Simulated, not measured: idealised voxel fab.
Process module heading - voxel transistor to metal
Displayed cross-section: cut, width of 160 nm, square cells sized 5 nm.
Notation: cross-section as square-cell grid; stated in bands, top first, going down; one or more cell rows per band.
Per band: top height and bottom height in nm, followed by the left-to-right materials and their widths in nm; "full width" marks a single material spanning edge to edge, "empty" marks empty space.
All heights in this document are referenced to 0, defined as the level beneath which the wafer, as received, consists entirely of one material. The lowest band is not bounded below; it extends indefinitely downward and is written in the form "0 down".
Read "30 to 40" as a graded width: first number on top, second number at the bottom, same change between each pair of neighbouring rows.
No cell of the cross-section changed in a step that is given as "no alteration".
The label "Closed internal voids" introduces a list of the empty spaces, 8 cells or larger, that have no open way up to the top; each entry in it reads width x height at distance, where the distance is taken from the left edge and all three are stated in nm.
Past the settings on a step's line: simulator remark, on that step.
You can add "overlay nm" to a step's line. For a step with a mask, it describes how far the mask lay to the right of its planned position, and a negative number describes a lay to the left.

[List of planned process steps]
1 RECEIVE | material Si
2 OXIDIZE | depth nm 5
3 CONFORMAL_DEP | material SiN | thk nm 10
4 DIRECTIONAL_DEP | material aC | thk nm 15
5 PATTERN | tone cover | mask id ACTIVE | material resist | width nm 115 | thk nm 35 | overlay nm 0
6 DIRECTIONAL_ETCH | etch materials aC | depth nm 15
7 STRIP | etch materials resist
8 DIRECTIONAL_ETCH | etch materials SiN | depth nm 10
9 DIRECTIONAL_ETCH | etch materials SiO2 | depth nm 5
10 DIRECTIONAL_ETCH | etch materials Si | depth nm 30
11 STRIP | etch materials aC
12 OXIDIZE | depth nm 5
13 FILL_DEP | material SiO2 | thk nm 10
14 CMP | height nm 10
15 SELECTIVE_ETCH | etch materials SiO2 | depth nm 5
16 STRIP | etch materials SiN
17 SELECTIVE_ETCH | etch materials SiO2 | depth nm 5
18 OXIDIZE | depth nm 5
19 DIRECTIONAL_DEP | material polySi | thk nm 20
20 DIRECTIONAL_DEP | material SiCN | thk nm 10
21 DIRECTIONAL_DEP | material aC | thk nm 15
22 PATTERN | tone cover | mask id GATE | material resist | width nm 15 | thk nm 30 | overlay nm 0
23 DIRECTIONAL_ETCH | etch materials aC | depth nm 15
24 STRIP | etch materials resist
25 DIRECTIONAL_ETCH | etch materials SiCN | depth nm 20
26 DIRECTIONAL_ETCH | etch materials polySi | depth nm 30
27 STRIP | etch materials aC
28 CONFORMAL_DEP | material SiN | thk nm 10
29 DIRECTIONAL_ETCH | etch materials SiN | depth nm 10
30 DIRECTIONAL_ETCH | etch materials SiO2 | depth nm 5
31 DIRECTIONAL_ETCH | etch materials Si | depth nm 5
32 EPI | material nSi | thk nm 10
33 FILL_DEP | material SiO2 | thk nm 5
34 CMP | height nm 25
35 DIRECTIONAL_DEP | material SiO2 | thk nm 15
36 PATTERN | tone open | mask id CONTACT | material resist | width nm 35 | pitch nm 60 | thk nm 20 | overlay nm 0
37 DIRECTIONAL_ETCH | etch materials SiO2 | depth nm 45
38 STRIP | etch materials resist
39 CONFORMAL_DEP | material TiN | thk nm 5
40 FILL_DEP | material W | thk nm 5
41 CMP | height nm 40
42 CONFORMAL_DEP | material SiCN | thk nm 5
43 DIRECTIONAL_DEP | material lowk | thk nm 15
44 MASKED_ETCH | tone open | mask id METAL_1 | width nm 20 | pitch nm 75 | etch materials lowk | depth nm 15 | overlay nm 0
45 MASKED_ETCH | tone open | mask id METAL_1 | width nm 20 | pitch nm 75 | etch materials SiCN | depth nm 5 | overlay nm 0
46 CONFORMAL_DEP | material TiN | thk nm 5
47 FILL_DEP | material Cu | thk nm 5
48 CMP | height nm 60
49 EPI | material Ru | thk nm 5
50 FILL_DEP | material SiCN | thk nm 5

[As received (post step 1): cross-section]
* 0 down = Si full width
* Closed internal voids: none

[Cross-section: first of two wafers, module finished, run according to plan]
* 70 to 65 = SiCN full width
* 65 to 60 = 25 nm SiCN | 30 nm Ru | 45 nm SiCN | 30 nm Ru | 30 nm SiCN
* 60 to 45 = 30 nm lowk | 5 nm TiN | 10 nm Cu | 5 nm TiN | 55 nm lowk | 5 nm TiN | 10 nm Cu | 5 nm TiN | 35 nm lowk
* 45 to 40 = 30 nm SiCN | 20 nm TiN | 55 nm SiCN | 20 nm TiN | 35 nm SiCN
* 40 to 30 = 30 nm SiO2 | 5 nm TiN | 25 nm W | 5 nm TiN | 25 nm SiO2 | 5 nm TiN | 25 nm W | 5 nm TiN | 35 nm SiO2
* 30 to 25 = 30 nm SiO2 | 5 nm TiN | 20 nm W | 10 nm TiN | 25 nm SiO2 | 10 nm TiN | 20 nm W | 5 nm TiN | 35 nm SiO2
* 25 to 15 = 30 nm SiO2 | 5 nm TiN | 20 nm W | 5 nm TiN | 10 nm SiN | 15 nm SiCN | 10 nm SiN | 5 nm TiN | 20 nm W | 5 nm TiN | 35 nm SiO2
* 15 to 5 = 30 nm SiO2 | 5 nm TiN | 20 nm W | 5 nm TiN | 10 nm SiN | 15 nm polySi | 10 nm SiN | 5 nm TiN | 20 nm W | 5 nm TiN | 35 nm SiO2
* 5 to 0 = 30 nm SiO2 | 5 nm TiN | 10 nm W | 15 nm TiN | 10 nm SiN | 15 nm polySi | 10 nm SiN | 15 nm TiN | 10 nm W | 5 nm TiN | 35 nm SiO2
* 0 to -5 = 15 nm SiO2 | 10 nm SiN | 5 nm SiO2 | 20 nm TiN | 10 nm nSi | 10 nm SiN | 15 nm polySi | 10 nm SiN | 10 nm nSi | 20 nm TiN | 5 nm SiO2 | 10 nm SiN | 20 nm SiO2
* -5 to -10 = 25 nm SiO2 | 35 nm nSi | 35 nm SiO2 | 35 nm nSi | 30 nm SiO2
* -10 to -15 = 25 nm SiO2 | 35 nm nSi | 35 nm Si | 35 nm nSi | 30 nm SiO2
* -15 to -40 = 25 nm SiO2 | 105 nm Si | 30 nm SiO2
* -40 down = Si full width
* Closed internal voids: none

[So this is wafer number two of the two, cut at the end of the module - it started where the first did and had the same plan, we just got one thing wrong running it]
* 70 to 65 = SiCN full width
* 65 to 60 = 25 nm SiCN | 30 nm Ru | 45 nm SiCN | 30 nm Ru | 30 nm SiCN
* 60 to 45 = 30 nm lowk | 5 nm TiN | 10 nm Cu | 5 nm TiN | 55 nm lowk | 5 nm TiN | 10 nm Cu | 5 nm TiN | 35 nm lowk
* 45 to 40 = 30 nm SiCN | 20 nm TiN | 55 nm SiCN | 20 nm TiN | 35 nm SiCN
* 40 to 30 = 30 nm SiO2 | 5 nm TiN | 25 nm W | 5 nm TiN | 25 nm SiO2 | 5 nm TiN | 25 nm W | 5 nm TiN | 35 nm SiO2
* 30 to 25 = 30 nm SiO2 | 5 nm TiN | 20 nm W | 10 nm TiN | 25 nm SiO2 | 10 nm TiN | 20 nm W | 5 nm TiN | 35 nm SiO2
* 25 to 15 = 30 nm SiO2 | 5 nm TiN | 20 nm W | 5 nm TiN | 10 nm SiN | 15 nm SiCN | 10 nm SiN | 5 nm TiN | 20 nm W | 5 nm TiN | 35 nm SiO2
* 15 to 10 = 30 nm SiO2 | 30 nm TiN | 10 nm SiN | 15 nm polySi | 10 nm SiN | 30 nm TiN | 35 nm SiO2
* 10 to 0 = 60 nm SiO2 | 10 nm SiN | 15 nm polySi | 10 nm SiN | 65 nm SiO2
* 0 to -5 = 15 nm SiO2 | 10 nm SiN | 25 nm SiO2 | 10 nm nSi | 10 nm SiN | 15 nm polySi | 10 nm SiN | 10 nm nSi | 25 nm SiO2 | 10 nm SiN | 20 nm SiO2
* -5 to -10 = 25 nm SiO2 | 35 nm nSi | 35 nm SiO2 | 35 nm nSi | 30 nm SiO2
* -10 to -15 = 25 nm SiO2 | 35 nm nSi | 35 nm Si | 35 nm nSi | 30 nm SiO2
* -15 to -40 = 25 nm SiO2 | 105 nm Si | 30 nm SiO2
* -40 down = Si full width
* Closed internal voids: none
Error vs. plan: plan step 35 ran twice
Per the end-of-run cell counts, the second wafer holds more or fewer of some materials than the first: 32 more of SiO2 | 12 fewer of TiN | 20 fewer of W
